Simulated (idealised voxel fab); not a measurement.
Documented hereafter: the process module known as voxel trench capacitor.
cross-section cut | 265 nm wide | cells 5 nm
We lay out every cross-section as a grid of square cells and spell it out in bands from the top down, where one band means one or more rows of cells.
It is stipulated that each band's entry specify, in nanometres, the height of the top of the band and then that of its bottom, followed by the materials of the band in left-to-right sequence, each together with its width in nanometres. A single material marked by the word "everywhere" is understood to fill the band from edge to edge; the word "blank" is understood to denote empty space.
Heights from 0 (as-received wafer is one material below). Bottom band endless downward, as "0 nm and below".
It should be noted that a width expressed as "30..40" varies in equal increments from row to row of cells within the band, taking the value of the first number at the top row and that of the second number at the bottom row.
A step reported as "no modification" is a step in which no cell of the cross-section changed.
Each empty space that has no open way to the top and spans at least 8 cells appears under "Sealed voids" as width x height at distance, the distance counted from the left edge, all in nm.
Past the settings on a step's line: simulator remark, on that step.
Among the settings permitted on a step's line is "overlay nm"; applied to a step with a mask, it specifies the extent to which the mask lay to the right of its planned position, whereas a negative figure signifies a position to the left.

The planned process steps are enumerated hereunder
- 1: RECEIVE: material Si
- 2: CONFORMAL_DEP: material SiN, thk nm 10
- 3: DIRECTIONAL_DEP: material aC, thk nm 15
- 4: PATTERN: tone open, mask id TRENCH, material resist, width nm 20, pitch nm 45, thk nm 35, overlay nm 0
- 5: DIRECTIONAL_ETCH: etch materials aC, depth nm 15
- 6: STRIP: etch materials resist
- 7: DIRECTIONAL_ETCH: etch materials SiN, depth nm 10
- 8: DIRECTIONAL_ETCH: etch materials Si, depth nm 40
- 9: STRIP: etch materials aC
- 10: CONFORMAL_DEP: material Al2O3, thk nm 5
- 11: FILL_DEP: material polySi, thk nm 5
- 12: CMP: height nm 10

So this is the incoming wafer in cross-section - it's already been through step 1
* 0 nm and below: Si everywhere
* Sealed voids: none

The following cross-section depicts the wafer upon conclusion of the module. Processing commenced from the starting condition illustrated above and adhered to the plan illustrated above, save for one mistake in execution
* 10 nm to 0 nm: 75 of SiN / 5 of Al2O3 / 10 of SiN / 5 of Al2O3 / 25 of SiN / 5 of Al2O3 / 10 of SiN / 5 of Al2O3 / 25 of SiN / 5 of Al2O3 / 10 of SiN / 5 of Al2O3 / 80 of SiN
* 0 nm to -35 nm: 75 of Si / 5 of Al2O3 / 10 of SiN / 5 of Al2O3 / 25 of Si / 5 of Al2O3 / 10 of SiN / 5 of Al2O3 / 25 of Si / 5 of Al2O3 / 10 of SiN / 5 of Al2O3 / 80 of Si
* -35 nm to -40 nm: 75 of Si / 20 of Al2O3 / 25 of Si / 20 of Al2O3 / 25 of Si / 20 of Al2O3 / 80 of Si
* -40 nm and below: Si everywhere
* Sealed voids: none
Short version of what went wrong: step 11 did not happen as planned, as run it was FILL_DEP: material SiN, thk nm 5
